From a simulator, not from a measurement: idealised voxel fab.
Process module name: voxel self aligned contacts
Each square cell in cross-section cut measures 5 nm, and the section as a whole is 280 nm wide.
Reading order for cross-sections: top band down to bottom band. Underlying form: a grid of square cells. Band size: one or more rows of cells. Per band: top height and bottom height in nm, followed by the left-to-right materials and their widths in nm; "throughout" marks a single material spanning edge to edge, "air" marks empty space. Zero point of the height axis is 0; under it, received wafer = one material. Lowest band: continues down indefinitely, "0 -> down". Graded width ("30..40"): value in top row of band = first number; value in bottom row = second number; row-to-row change constant. No cell of the cross-section changed in a step that is given as "nothing got changed". Empty spaces without an open route to the top, at least 8 cells in extent, make up the entry "Enclosed internal cavities"; each is given as width x height at distance, where the distance is measured from the left edge, and all are in nm. Step line, after settings: the simulator's comment on this step. overlay nm: for a step with a mask, the amount by which the mask lay right of where it was planned; a negative amount means left of it.

## The process steps that were planned are listed below
1,RECEIVE,material Si
2,CONFORMAL_DEP,material SiO2,thk nm 5
3,DIRECTIONAL_DEP,material polySi,thk nm 30
4,DIRECTIONAL_DEP,material SiN,thk nm 15
5,MASKED_ETCH,tone cover,mask id GATE,width nm 25,pitch nm 60,etch materials SiN,depth nm 15,overlay nm 0
6,MASKED_ETCH,tone cover,mask id GATE,width nm 25,pitch nm 60,etch materials polySi,depth nm 30,overlay nm 0
7,CONFORMAL_DEP,material SiN,thk nm 5
8,DIRECTIONAL_ETCH,etch materials SiN,depth nm 5
9,FILL_DEP,material SiO2,thk nm 20
10,CMP,height nm 60
11,PATTERN,tone open,mask id CONTACT,material resist,width nm 45,thk nm 15,overlay nm 0
12,DIRECTIONAL_ETCH,etch materials SiO2,depth nm 60
13,STRIP,etch materials resist
14,CONFORMAL_DEP,material TiN,thk nm 5
15,FILL_DEP,material Ru,thk nm 5
16,CMP,height nm 60
17,CONFORMAL_DEP,material SiN,thk nm 5

## As received (post step 1): cross-section
- 0 -> down | Si throughout
- Enclosed internal cavities: none

## The module was run from the start shown above using the plan shown above, but one mistake was made doing it; the resulting wafer cross-section is below
- 65 -> 60 | SiN throughout
- 60 -> 55 | 115 of SiO2, 5 of TiN, 35 of Ru, 5 of TiN, 120 of SiO2
- 55 -> 50 | 115 of SiO2, 45 of TiN, 120 of SiO2
- 50 -> 35 | 100 of SiN, 15 of SiO2, 45 of SiN, 15 of SiO2, 105 of SiN
- 35 -> 5 | polySi throughout
- 5 -> 0 | SiO2 throughout
- 0 -> down | Si throughout
- Enclosed internal cavities: none
Want to know what went wrong? step 5 changed vs plan, executed as MASKED_ETCH,tone open,mask id GATE,width nm 25,pitch nm 60,etch materials SiN,depth nm 15,overlay nm 0
